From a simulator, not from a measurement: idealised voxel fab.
Presented below is a process module, voxel self aligned contacts.
Xsec cut, 210 nm wide, square cell size 5 nm.
Cross-section, as written here: a square-cell grid given band by band from the top down, where a band holds one or more rows of cells. Within each band entry, the heights of the top and of the bottom of the band appear first, in that order and in nm; the materials of the band then follow from left to right, each with its corresponding width in nm. The designation "full width" on a single material indicates that it fills the band from edge to edge; the designation "air" indicates empty space. Heights are expressed relative to 0, this being the level below which the as-received wafer comprises one material exclusively. The lowest band is unbounded in the downward direction and is denoted as in "0 and below". Width: "30..40" (first number = top row, second number = bottom row, same change from row to row of cells). A step reported as "identical to before" is a step in which no cell of the cross-section changed. "Closed void catalog" contains a list of empty spaces, each no smaller than 8 cells and without an open way to the top, written in the form width x height at distance with the distance from the left edge and all three in nm. The remark found on a step's line after its settings is issued by the simulator itself and pertains to that step. You can add "overlay nm" to a step's line. For a step with a mask, it describes how far the mask lay to the right of its planned position, and a negative number describes a lay to the left. Reading guide: pairs of cross-sections, before and after one process step; after view cut off at lowest changed band; step and settings listed under each pair. Pairs may stem from different runs of this module on the same starting wafer; continuity with the pair above only where the "Geometry before processing" entry states it.
Geometry before processing:
  70 down to 50 | 50 nm air, 25 nm resist, 40 nm air, 25 nm resist, 70 nm air
  50 down to 25 | 50 nm air, 25 nm SiN, 40 nm air, 25 nm SiN, 70 nm air
  25 down to 5 | 50 nm air, 25 nm polySi, 40 nm air, 25 nm polySi, 70 nm air
  5 down to 0 | SiO2 full width
  0 and below | Si full width
  Closed void catalog: none
Post-Step Section View:
  50 down to 25 | 50 nm air, 25 nm SiN, 40 nm air, 25 nm SiN, 70 nm air
  Lower than 25, everything is as it was.
  Closed void catalog: none
Between the two cross-sections shown above, the process step is STRIP,etch materials resist
Geometry before processing: This step starts from the configuration shown after the step in the pair immediately above.
Post-Step Section View:
  60 down to 25 | 40 nm air, 45 nm SiN, 20 nm air, 45 nm SiN, 60 nm air
  25 down to 15 | 40 nm air, 10 nm SiN, 25 nm polySi, 10 nm SiN, 20 nm air, 10 nm SiN, 25 nm polySi, 10 nm SiN, 60 nm air
  15 down to 5 | 50 nm SiN, 25 nm polySi, 40 nm SiN, 25 nm polySi, 70 nm SiN
  Lower than 5, everything is as it was.
  Closed void catalog: none
Between the two cross-sections shown above, the process step is CONFORMAL_DEP,material SiN,thk nm 10
Geometry before processing: This step starts from the configuration shown after the step in the pair immediately above.
Post-Step Section View:
  50 down to 25 | 40 nm air, 45 nm SiN, 20 nm air, 45 nm SiN, 60 nm air
  25 down to 5 | 40 nm air, 10 nm SiN, 25 nm polySi, 10 nm SiN, 20 nm air, 10 nm SiN, 25 nm polySi, 10 nm SiN, 60 nm air
  Lower than 5, everything is as it was.
  Closed void catalog: none
Between the two cross-sections shown above, the process step is DIRECTIONAL_ETCH,etch materials SiN,depth nm 10
Geometry before processing: This step starts from the configuration shown after the step in the pair immediately above.
Post-Step Section View:
  65 down to 50 | SiO2 full width
  50 down to 25 | 40 nm SiO2, 45 nm SiN, 20 nm SiO2, 45 nm SiN, 60 nm SiO2
  25 down to 5 | 40 nm SiO2, 10 nm SiN, 25 nm polySi, 10 nm SiN, 20 nm SiO2, 10 nm SiN, 25 nm polySi, 10 nm SiN, 60 nm SiO2
  Lower than 5, everything is as it was.
  Closed void catalog: none
Between the two cross-sections shown above, the process step is FILL_DEP,material SiO2,thk nm 15
Geometry before processing: This step starts from the configuration shown after the step in the pair immediately above.
Post-Step Section View:
  60 down to 50 | SiO2 full width
  Lower than 50, everything is as it was.
  Closed void catalog: none
Between the two cross-sections shown above, the process step is CMP,height nm 60
Geometry before processing: This step starts from the configuration shown after the step in the pair immediately above.
Post-Step Section View:
  80 down to 60 | 80 nm resist, 50 nm air, 80 nm resist
  Lower than 60, everything is as it was.
  Closed void catalog: none
Between the two cross-sections shown above, the process step is PATTERN,tone open,mask id CONTACT,material resist,width nm 50,thk nm 20,overlay nm 0
Geometry before processing: This step starts from the configuration shown after the step in the pair immediately above.
Post-Step Section View:
  80 down to 60 | 80 nm resist, 50 nm air, 80 nm resist
  60 down to 50 | 80 nm SiO2, 50 nm air, 80 nm SiO2
  50 down to 25 | 40 nm SiO2, 45 nm SiN, 20 nm air, 45 nm SiN, 60 nm SiO2
  25 down to 5 | 40 nm SiO2, 10 nm SiN, 25 nm polySi, 10 nm SiN, 20 nm air, 10 nm SiN, 25 nm polySi, 10 nm SiN, 60 nm SiO2
  5 down to 0 | 85 nm SiO2, 20 nm air, 105 nm SiO2
  Lower than 0, everything is as it was.
  Closed void catalog: none
Between the two cross-sections shown above, the process step is DIRECTIONAL_ETCH,etch materials SiO2,depth nm 60
Geometry before processing: This step starts from the configuration shown after the step in the pair immediately above.
Post-Step Section View:
  60 down to 50 | 80 nm SiO2, 50 nm air, 80 nm SiO2
  Lower than 50, everything is as it was.
  Closed void catalog: none
Between the two cross-sections shown above, the process step is STRIP,etch materials resist
Geometry before processing: This step starts from the configuration shown after the step in the pair immediately above.
Post-Step Section View:
  65 down to 60 | 85 nm TiN, 40 nm air, 85 nm TiN
  60 down to 50 | 80 nm SiO2, 5..10 nm TiN, 40..10 nm air, 5..30 nm TiN, 80 nm SiO2
  50 down to 25 | 40 nm SiO2, 45 nm SiN, 5 nm TiN, 10 nm air, 5 nm TiN, 45 nm SiN, 60 nm SiO2
  25 down to 5 | 40 nm SiO2, 10 nm SiN, 25 nm polySi, 10 nm SiN, 5 nm TiN, 10 nm air, 5 nm TiN, 10 nm SiN, 25 nm polySi, 10 nm SiN, 60 nm SiO2
  5 down to 0 | 85 nm SiO2, 20 nm TiN, 105 nm SiO2
  Lower than 0, everything is as it was.
  Closed void catalog: none
Between the two cross-sections shown above, the process step is CONFORMAL_DEP,material TiN,thk nm 5
Geometry before processing: This step starts from the configuration shown after the step in the pair immediately above.
Post-Step Section View:
  75 down to 65 | W full width
  65 down to 60 | 85 nm TiN, 40 nm W, 85 nm TiN
  60 down to 50 | 80 nm SiO2, 5..10 nm TiN, 40..10 nm W, 5..30 nm TiN, 80 nm SiO2
  50 down to 25 | 40 nm SiO2, 45 nm SiN, 5 nm TiN, 10 nm W, 5 nm TiN, 45 nm SiN, 60 nm SiO2
  25 down to 5 | 40 nm SiO2, 10 nm SiN, 25 nm polySi, 10 nm SiN, 5 nm TiN, 10 nm W, 5 nm TiN, 10 nm SiN, 25 nm polySi, 10 nm SiN, 60 nm SiO2
  Lower than 5, everything is as it was.
  Closed void catalog: none
Between the two cross-sections shown above, the process step is FILL_DEP,material W,thk nm 10
Geometry before processing: This step starts from the configuration shown after the step in the pair immediately above.
Post-Step Section View:
  60 down to 50 | 80 nm SiO2, 5..10 nm TiN, 40..10 nm W, 5..30 nm TiN, 80 nm SiO2
  Lower than 50, everything is as it was.
  Closed void catalog: none
Between the two cross-sections shown above, the process step is CMP,height nm 60
Geometry before processing: This step starts from the configuration shown after the step in the pair immediately above.
Post-Step Section View:
  65 down to 60 | SiCN full width
  Lower than 60, everything is as it was.
  Closed void catalog: none
Between the two cross-sections shown above, the process step is CONFORMAL_DEP,material SiCN,thk nm 5
Geometry before processing:
  60 down to 50 | 80 nm SiO2, 50 nm air, 80 nm SiO2
  50 down to 25 | 50 nm SiO2, 45 nm SiN, 20 nm air, 45 nm SiN, 50 nm SiO2
  25 down to 5 | 50 nm SiO2, 10 nm SiN, 25 nm polySi, 10 nm SiN, 20 nm air, 10 nm SiN, 25 nm polySi, 10 nm SiN, 50 nm SiO2
  5 down to 0 | 95 nm SiO2, 20 nm air, 95 nm SiO2
  0 and below | Si full width
  Closed void catalog: none
Post-Step Section View:
  65 down to 55 | 85 nm SiO2, 40 nm air, 85 nm SiO2
  55 down to 50 | 100 nm SiO2, 10 nm air, 100 nm SiO2
  50 down to 25 | 50 nm SiO2, 45 nm SiN, 5 nm SiO2, 10 nm air, 5 nm SiO2, 45 nm SiN, 50 nm SiO2
  25 down to 5 | 50 nm SiO2, 10 nm SiN, 25 nm polySi, 10 nm SiN, 5 nm SiO2, 10 nm air, 5 nm SiO2, 10 nm SiN, 25 nm polySi, 10 nm SiN, 50 nm SiO2
  5 down to 0 | SiO2 full width
  Lower than 0, everything is as it was.
  Closed void catalog: none
Between the two cross-sections shown above, the process step is CONFORMAL_DEP,material SiO2,thk nm 5
Geometry before processing: This step starts from the configuration shown after the step in the pair immediately above.
Post-Step Section View:
  75 down to 65 | W full width
  65 down to 55 | 85 nm SiO2, 40 nm W, 85 nm SiO2
  55 down to 50 | 100 nm SiO2, 10 nm W, 100 nm SiO2
  50 down to 25 | 50 nm SiO2, 45 nm SiN, 5 nm SiO2, 10 nm W, 5 nm SiO2, 45 nm SiN, 50 nm SiO2
  25 down to 5 | 50 nm SiO2, 10 nm SiN, 25 nm polySi, 10 nm SiN, 5 nm SiO2, 10 nm W, 5 nm SiO2, 10 nm SiN, 25 nm polySi, 10 nm SiN, 50 nm SiO2
  Lower than 5, everything is as it was.
  Closed void catalog: none
Between the two cross-sections shown above, the process step is FILL_DEP,material W,thk nm 10
Geometry before processing: This step starts from the configuration shown after the step in the pair immediately above.
Post-Step Section View:
  60 down to 50 | 85..100 nm SiO2, 40..10 nm W, 85..100 nm SiO2
  Lower than 50, everything is as it was.
  Closed void catalog: none
Between the two cross-sections shown above, the process step is CMP,height nm 60
Geometry before processing: This step starts from the configuration shown after the step in the pair immediately above.
Post-Step Section View:
  65 down to 60 | SiCN full width
  Lower than 60, everything is as it was.
  Closed void catalog: none
Between the two cross-sections shown above, the process step is CONFORMAL_DEP,material SiCN,thk nm 5
Geometry before processing:
  50 down to 25 | SiN full width
  25 down to 5 | polySi full width
  5 down to 0 | SiO2 full width
  0 and below | Si full width
  Closed void catalog: none
Post-Step Section View:
  70 down to 50 | 60 nm resist, 25 nm air, 40 nm resist, 25 nm air, 60 nm resist
  Lower than 50, everything is as it was.
  Closed void catalog: none
Between the two cross-sections shown above, the process step is PATTERN,tone open,mask id GATE,material resist,width nm 25,pitch nm 65,thk nm 20,overlay nm 0
Geometry before processing: This step starts from the configuration shown after the step in the pair immediately above.
Post-Step Section View:
  70 down to 50 | 60 nm resist, 25 nm air, 40 nm resist, 25 nm air, 60 nm resist
  50 down to 25 | 60 nm SiN, 25 nm air, 40 nm SiN, 25 nm air, 60 nm SiN
  Lower than 25, everything is as it was.
  Closed void catalog: none
Between the two cross-sections shown above, the process step is DIRECTIONAL_ETCH,etch materials SiN,depth nm 25
Geometry before processing: This step starts from the configuration shown after the step in the pair immediately above.
Post-Step Section View:
  70 down to 50 | 60 nm resist, 25 nm air, 40 nm resist, 25 nm air, 60 nm resist
  50 down to 25 | 60 nm SiN, 25 nm air, 40 nm SiN, 25 nm air, 60 nm SiN
  25 down to 5 | 60 nm polySi, 25 nm air, 40 nm polySi, 25 nm air, 60 nm polySi
  Lower than 5, everything is as it was.
  Closed void catalog: none
Between the two cross-sections shown above, the process step is DIRECTIONAL_ETCH,etch materials polySi,depth nm 20
Geometry before processing: This step starts from the configuration shown after the step in the pair immediately above.
Post-Step Section View:
  50 down to 25 | 60 nm SiN, 25 nm air, 40 nm SiN, 25 nm air, 60 nm SiN
  Lower than 25, everything is as it was.
  Closed void catalog: none
Between the two cross-sections shown above, the process step is STRIP,etch materials resist
Geometry before processing: This step starts from the configuration shown after the step in the pair immediately above.
Post-Step Section View:
  60 down to 25 | 70 nm SiN, 5 nm air, 60 nm SiN, 5 nm air, 70 nm SiN
  25 down to 15 | 60 nm polySi, 10 nm SiN, 5 nm air, 10 nm SiN, 40 nm polySi, 10 nm SiN, 5 nm air, 10 nm SiN, 60 nm polySi
  15 down to 5 | 60 nm polySi, 25 nm SiN, 40 nm polySi, 25 nm SiN, 60 nm polySi
  Lower than 5, everything is as it was.
  Closed void catalog: none
Between the two cross-sections shown above, the process step is CONFORMAL_DEP,material SiN,thk nm 10
Geometry before processing: This step starts from the configuration shown after the step in the pair immediately above.
Post-Step Section View:
  50 down to 25 | 70 nm SiN, 5 nm air, 60 nm SiN, 5 nm air, 70 nm SiN
  25 down to 5 | 60 nm polySi, 10 nm SiN, 5 nm air, 10 nm SiN, 40 nm polySi, 10 nm SiN, 5 nm air, 10 nm SiN, 60 nm polySi
  Lower than 5, everything is as it was.
  Closed void catalog: none
Between the two cross-sections shown above, the process step is DIRECTIONAL_ETCH,etch materials SiN,depth nm 10
Geometry before processing: This step starts from the configuration shown after the step in the pair immediately above.
Post-Step Section View:
  65 down to 50 | SiO2 full width
  50 down to 25 | 70 nm SiN, 5 nm SiO2, 60 nm SiN, 5 nm SiO2, 70 nm SiN
  25 down to 5 | 60 nm polySi, 10 nm SiN, 5 nm SiO2, 10 nm SiN, 40 nm polySi, 10 nm SiN, 5 nm SiO2, 10 nm SiN, 60 nm polySi
  Lower than 5, everything is as it was.
  Closed void catalog: none
Between the two cross-sections shown above, the process step is FILL_DEP,material SiO2,thk nm 15
Geometry before processing: This step starts from the configuration shown after the step in the pair immediately above.
Post-Step Section View:
  60 down to 50 | SiO2 full width
  Lower than 50, everything is as it was.
  Closed void catalog: none
Between the two cross-sections shown above, the process step is CMP,height nm 60
Geometry before processing: This step starts from the configuration shown after the step in the pair immediately above.
Post-Step Section View:
  80 down to 60 | 80 nm resist, 50 nm air, 80 nm resist
  Lower than 60, everything is as it was.
  Closed void catalog: none
Between the two cross-sections shown above, the process step is PATTERN,tone open,mask id CONTACT,material resist,width nm 50,thk nm 20,overlay nm 0
Geometry before processing: This step starts from the configuration shown after the step in the pair immediately above.
Post-Step Section View:
  80 down to 60 | 80 nm resist, 50 nm air, 80 nm resist
  60 down to 50 | 80 nm SiO2, 50 nm air, 80 nm SiO2
  Lower than 50, everything is as it was.
  Closed void catalog: none
Between the two cross-sections shown above, the process step is DIRECTIONAL_ETCH,etch materials SiO2,depth nm 60
Geometry before processing: This step starts from the configuration shown after the step in the pair immediately above.
Post-Step Section View:
  60 down to 50 | 80 nm SiO2, 50 nm air, 80 nm SiO2
  Lower than 50, everything is as it was.
  Closed void catalog: none
Between the two cross-sections shown above, the process step is STRIP,etch materials resist
Geometry before processing: This step starts from the configuration shown after the step in the pair immediately above.
Post-Step Section View:
  65 down to 60 | 85 nm TiN, 40 nm air, 85 nm TiN
  60 down to 55 | 80 nm SiO2, 5 nm TiN, 40 nm air, 5 nm TiN, 80 nm SiO2
  55 down to 50 | 80 nm SiO2, 50 nm TiN, 80 nm SiO2
  Lower than 50, everything is as it was.
  Closed void catalog: none
Between the two cross-sections shown above, the process step is CONFORMAL_DEP,material TiN,thk nm 5
Geometry before processing: This step starts from the configuration shown after the step in the pair immediately above.
Post-Step Section View:
  75 down to 65 | W full width
  65 down to 60 | 85 nm TiN, 40 nm W, 85 nm TiN
  60 down to 55 | 80 nm SiO2, 5 nm TiN, 40 nm W, 5 nm TiN, 80 nm SiO2
  Lower than 55, everything is as it was.
  Closed void catalog: none
Between the two cross-sections shown above, the process step is FILL_DEP,material W,thk nm 10
Geometry before processing: This step starts from the configuration shown after the step in the pair immediately above.
Post-Step Section View:
  60 down to 55 | 80 nm SiO2, 5 nm TiN, 40 nm W, 5 nm TiN, 80 nm SiO2
  Lower than 55, everything is as it was.
  Closed void catalog: none
Between the two cross-sections shown above, the process step is CMP,height nm 60
Geometry before processing: This step starts from the configuration shown after the step in the pair immediately above.
Post-Step Section View:
  65 down to 60 | SiCN full width
  Lower than 60, everything is as it was.
  Closed void catalog: none
Between the two cross-sections shown above, the process step is CONFORMAL_DEP,material SiCN,thk nm 5
